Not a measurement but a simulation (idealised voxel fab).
The process module presented herein is designated voxel self aligned vias.
Cross-section cut: width 290 nm, square cells of 5 nm.
Format of a cross-section: grid, square cells. Given as bands. Order: top down. Band: one or more rows of cells. First you get the band's top height and its bottom height, in nm, and then the materials it's made of, left to right, with each width in nm. If you see a single material with "full width", that one covers the band edge to edge. "empty" is empty space. Heights are reckoned from 0. Under this level, the received wafer is all of one material. The bottommost band is open-ended downward, for example "from 0 down". You'd read "30 to 40" like this: the band's top row of cells is as wide as the first number, its bottom row is as wide as the second, and going down, every row changes width by the same amount as the row before did. "nothing was modified" for a step: no cell of the cross-section changed in that step. For the entry "Listed closed voids", the listed items are empty spaces with no open way to the top whose size is 8 cells or more; each item follows the pattern width x height at distance, where distance is from the left edge and all three are in nm. Whatever follows a step's settings on its line is a remark the simulator itself makes about that step. When a step includes a mask, the "overlay nm" setting on its line states how far to the right of its planned place that mask lay, and negative values state how far to the left.

**The steps planned for the process are as follows**
step 1: RECEIVE, material Si
step 2: CONFORMAL_DEP, material SiO2, thk nm 15
step 3: CONFORMAL_DEP, material SiCN, thk nm 5
step 4: DIRECTIONAL_DEP, material lowk, thk nm 20
step 5: DIRECTIONAL_DEP, material aC, thk nm 15
step 6: PATTERN, tone open, mask id LINES, material resist, width nm 30, pitch nm 75, thk nm 35, overlay nm 0
step 7: DIRECTIONAL_ETCH, etch materials aC, depth nm 15
step 8: STRIP, etch materials resist
step 9: DIRECTIONAL_ETCH, etch materials lowk, depth nm 20
step 10: STRIP, etch materials aC
step 11: CONFORMAL_DEP, material TiN, thk nm 5
step 12: FILL_DEP, material W, thk nm 5
step 13: CMP, height nm 40
step 14: SELECTIVE_ETCH, etch materials W Ru TiN, depth nm 10
step 15: FILL_DEP, material SiN, thk nm 5
step 16: CMP, height nm 40
step 17: DIRECTIONAL_DEP, material lowk, thk nm 15
step 18: MASKED_ETCH, tone open, mask id VIAS, width nm 50, pitch nm 75, etch materials lowk, depth nm 15, overlay nm 0
step 19: MASKED_ETCH, tone open, mask id VIAS, width nm 50, pitch nm 75, etch materials SiN, depth nm 10, overlay nm 0
step 20: CONFORMAL_DEP, material TiN, thk nm 5
step 21: FILL_DEP, material Ru, thk nm 10
step 22: CMP, height nm 55
step 23: CONFORMAL_DEP, material SiCN, thk nm 5
The value of thk nm given for step 23 in the plan refers to the first wafer; the wafers vary in this setting and are alike at the start.

**So this is the first of several wafers, cross-sectioned as it came to us, meaning it's at the end of step 1**
* from 0 down  Si full width
* Listed closed voids: none

**The figure below presents a cross-section of the first of several wafers at the conclusion of the module, following its last step, step 23**
* from 60 to 55  SiCN full width
* from 55 to 45  45 of lowk; 5 of TiN; 40 of Ru; 5 of TiN; 25 of lowk; 5 of TiN; 40 of Ru; 5 of TiN; 25 of lowk; 5 of TiN; 40 of Ru; 5 of TiN; 45 of lowk
* from 45 to 35  45 to 55 of lowk; 15 to 5 of TiN; 20 of Ru; 15 to 5 of TiN; 25 to 45 of lowk; 15 to 5 of TiN; 20 of Ru; 15 to 5 of TiN; 25 to 45 of lowk; 15 to 5 of TiN; 20 of Ru; 15 to 5 of TiN; 45 to 55 of lowk
* from 35 to 30  55 of lowk; 30 of TiN; 45 of lowk; 30 of TiN; 45 of lowk; 30 of TiN; 55 of lowk
* from 30 to 25  55 of lowk; 5 of TiN; 20 of W; 5 of TiN; 45 of lowk; 5 of TiN; 20 of W; 5 of TiN; 45 of lowk; 5 of TiN; 20 of W; 5 of TiN; 55 of lowk
* from 25 to 20  55 of lowk; 30 of TiN; 45 of lowk; 30 of TiN; 45 of lowk; 30 of TiN; 55 of lowk
* from 20 to 15  SiCN full width
* from 15 to 0  SiO2 full width
* from 0 down  Si full width
* Listed closed voids: none

**last wafer at the end**
* from 75 to 55  SiCN full width
* from 55 to 45  45 of lowk; 5 of TiN; 40 of Ru; 5 of TiN; 25 of lowk; 5 of TiN; 40 of Ru; 5 of TiN; 25 of lowk; 5 of TiN; 40 of Ru; 5 of TiN; 45 of lowk
* from 45 to 35  45 to 55 of lowk; 15 to 5 of TiN; 20 of Ru; 15 to 5 of TiN; 25 to 45 of lowk; 15 to 5 of TiN; 20 of Ru; 15 to 5 of TiN; 25 to 45 of lowk; 15 to 5 of TiN; 20 of Ru; 15 to 5 of TiN; 45 to 55 of lowk
* from 35 to 30  55 of lowk; 30 of TiN; 45 of lowk; 30 of TiN; 45 of lowk; 30 of TiN; 55 of lowk
* from 30 to 25  55 of lowk; 5 of TiN; 20 of W; 5 of TiN; 45 of lowk; 5 of TiN; 20 of W; 5 of TiN; 45 of lowk; 5 of TiN; 20 of W; 5 of TiN; 55 of lowk
* from 25 to 20  55 of lowk; 30 of TiN; 45 of lowk; 30 of TiN; 45 of lowk; 30 of TiN; 55 of lowk
* from 20 to 15  SiCN full width
* from 15 to 0  SiO2 full width
* from 0 down  Si full width
* Listed closed voids: none

**Per wafer (row), end of module: delta in cells per material since receipt, (+) for gained, (-) for lost; closed voids after that**
thk nm 5 | +72 Ru | +116 SiCN | +174 SiO2 | +78 TiN | +12 W | +244 lowk | Listed closed voids: none
thk nm 10 | +72 Ru | +174 SiCN | +174 SiO2 | +78 TiN | +12 W | +244 lowk | Listed closed voids: none
thk nm 15 | +72 Ru | +232 SiCN | +174 SiO2 | +78 TiN | +12 W | +244 lowk | Listed closed voids: none
thk nm 20 | +72 Ru | +290 SiCN | +174 SiO2 | +78 TiN | +12 W | +244 lowk | Listed closed voids: none
